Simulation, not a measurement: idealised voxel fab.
Process module under the name voxel transistor to metal
Each square cell in cross-section cut measures 5 nm, and the section as a whole is 150 nm wide.
When this document writes out a cross-section, it uses a grid of square cells and lists it as bands, beginning at the top and moving down, with a band standing for one or more rows of cells.
Band: top height; bottom height; in nm. Then, left to right: material with width in nm, for each material. "edge to edge": a single material spanning edge to edge. "air": empty space.
For the purposes of this specification, 0 denotes the height below which the wafer in its as-received condition is composed wholly of one material, and the lowermost band, lacking a lower limit, extends downward without end, as expressed in "top 0, no bottom".
Top row gets the first number, bottom row gets the second, and each row in between changes by the same step: that is how a band width like "30 to 40" works.
Basically "nothing altered" means that step didn't change any cell in the cross-section.
Basically, "Entrapped voids" tells you about the enclosed voids: empty spaces with no open way to the top, 8 cells or bigger, each written width x height at distance, where distance is from the left edge, all in nm.
Read whatever lies past the settings on a step's line as the simulator's own remark about the step.
A step's line can hold "overlay nm"; with a mask on that step, the setting says how far right of the planned place the mask lay, while a negative setting says it lay to the left.

# Below is the list of planned process steps
1. RECEIVE (material Si)
2. OXIDIZE (depth nm 5)
3. CONFORMAL_DEP (material SiN; thk nm 10)
4. PATTERN (tone cover; mask id ACTIVE; material resist; width nm 120; thk nm 15; overlay nm 0)
5. DIRECTIONAL_ETCH (etch materials SiN; depth nm 10)
6. DIRECTIONAL_ETCH (etch materials SiO2; depth nm 5)
7. DIRECTIONAL_ETCH (etch materials Si; depth nm 35)
8. STRIP (etch materials resist)
9. FILL_DEP (material SiO2; thk nm 10)
10. CMP (height nm 10)
11. SELECTIVE_ETCH (etch materials SiO2; depth nm 10)
12. STRIP (etch materials SiN)
13. SELECTIVE_ETCH (etch materials SiO2; depth nm 5)
14. OXIDIZE (depth nm 5)
15. DIRECTIONAL_DEP (material polySi; thk nm 20)
16. DIRECTIONAL_DEP (material SiCN; thk nm 15)
17. MASKED_ETCH (tone cover; mask id GATE; width nm 30; etch materials SiCN; depth nm 25; overlay nm 0)
18. MASKED_ETCH (tone cover; mask id GATE; width nm 30; etch materials polySi; depth nm 30; overlay nm -10)
19. CONFORMAL_DEP (material SiO2; thk nm 5)
20. DIRECTIONAL_ETCH (etch materials SiO2; depth nm 5)
21. CONFORMAL_DEP (material SiN; thk nm 10)
22. DIRECTIONAL_ETCH (etch materials SiN; depth nm 10)
23. DIRECTIONAL_ETCH (etch materials SiO2; depth nm 5)
24. DIRECTIONAL_ETCH (etch materials Si; depth nm 5)
25. EPI (material nSi; thk nm 5)
26. FILL_DEP (material SiO2; thk nm 5)
27. CMP (height nm 15)
28. STRIP (etch materials polySi)
29. SELECTIVE_ETCH (etch materials SiO2; depth nm 5)
30. CONFORMAL_DEP (material HfO2; thk nm 5)
31. CONFORMAL_DEP (material TiN; thk nm 5)
32. FILL_DEP (material W; thk nm 5)
33. CMP (height nm 10)
34. DIRECTIONAL_DEP (material SiO2; thk nm 15)
35. PATTERN (tone open; mask id CONTACT; material resist; width nm 20; pitch nm 90; thk nm 15; overlay nm 0)
36. DIRECTIONAL_ETCH (etch materials SiO2; depth nm 35)
37. STRIP (etch materials resist)
38. CONFORMAL_DEP (material TiN; thk nm 5)
39. FILL_DEP (material W; thk nm 10)
40. CMP (height nm 25)
41. CONFORMAL_DEP (material SiCN; thk nm 5)
42. DIRECTIONAL_DEP (material lowk; thk nm 25)
43. MASKED_ETCH (tone open; mask id METAL_1; width nm 20; pitch nm 90; etch materials lowk; depth nm 25; overlay nm 0)
44. MASKED_ETCH (tone open; mask id METAL_1; width nm 20; pitch nm 90; etch materials SiCN; depth nm 5; overlay nm 0)
45. CONFORMAL_DEP (material TiN; thk nm 5)
46. FILL_DEP (material Cu; thk nm 10)
47. CMP (height nm 55)
48. CONFORMAL_DEP (material SiCN; thk nm 5)
49. DIRECTIONAL_DEP (material lowk; thk nm 25)
50. DIRECTIONAL_DEP (material aC; thk nm 10)
51. PATTERN (tone open; mask id METAL_2; material resist; width nm 20; pitch nm 90; thk nm 30; overlay nm 0)
52. DIRECTIONAL_ETCH (etch materials aC; depth nm 10)
53. STRIP (etch materials resist)
54. DIRECTIONAL_ETCH (etch materials lowk; depth nm 15)
55. STRIP (etch materials aC)
56. DIRECTIONAL_DEP (material aC; thk nm 15)
57. PATTERN (tone open; mask id METAL_2_HOLES; material resist; width nm 15; pitch nm 90; thk nm 30; overlay nm 0)
58. DIRECTIONAL_ETCH (etch materials aC; depth nm 15)
59. STRIP (etch materials resist)
60. DIRECTIONAL_ETCH (etch materials lowk; depth nm 10)
61. DIRECTIONAL_ETCH (etch materials SiCN; depth nm 5)
62. STRIP (etch materials aC)
63. CONFORMAL_DEP (material TiN; thk nm 5)
64. FILL_DEP (material Ru; thk nm 10)
65. CMP (height nm 85)
66. CONFORMAL_DEP (material SiN; thk nm 5)
Don't read the plan's overlay nm for step 18 as applying to every wafer: that's the first wafer's value, and the wafers differ in it, though they all start identical.

# Cross-sectional view of the first of several wafers in the as-received condition, corresponding to the state following step 1
	top 0, no bottom = Si edge to edge
	Entrapped voids: none

# Wafer rows, end of module: cells per material gained (+) or lost (-) since receipt; closed voids last
overlay nm -10, +20 Cu, +16 HfO2, +14 Ru, -106 Si, +46 SiCN, +42 SiN, +141 SiO2, +100 TiN, +31 W, +224 lowk, +12 nSi, Entrapped voids: none
overlay nm -5, +20 Cu, +15 HfO2, +14 Ru, -107 Si, +46 SiCN, +42 SiN, +141 SiO2, +99 TiN, +33 W, +224 lowk, +13 nSi, Entrapped voids: none
overlay nm 0, +20 Cu, +14 HfO2, +14 Ru, -108 Si, +46 SiCN, +42 SiN, +144 SiO2, +98 TiN, +32 W, +224 lowk, +14 nSi, Entrapped voids: none
overlay nm 5, +20 Cu, +15 HfO2, +14 Ru, -107 Si, +46 SiCN, +42 SiN, +141 SiO2, +99 TiN, +33 W, +224 lowk, +13 nSi, Entrapped voids: none
overlay nm 10, +20 Cu, +16 HfO2, +14 Ru, -106 Si, +46 SiCN, +42 SiN, +141 SiO2, +100 TiN, +31 W, +224 lowk, +12 nSi, Entrapped voids: none
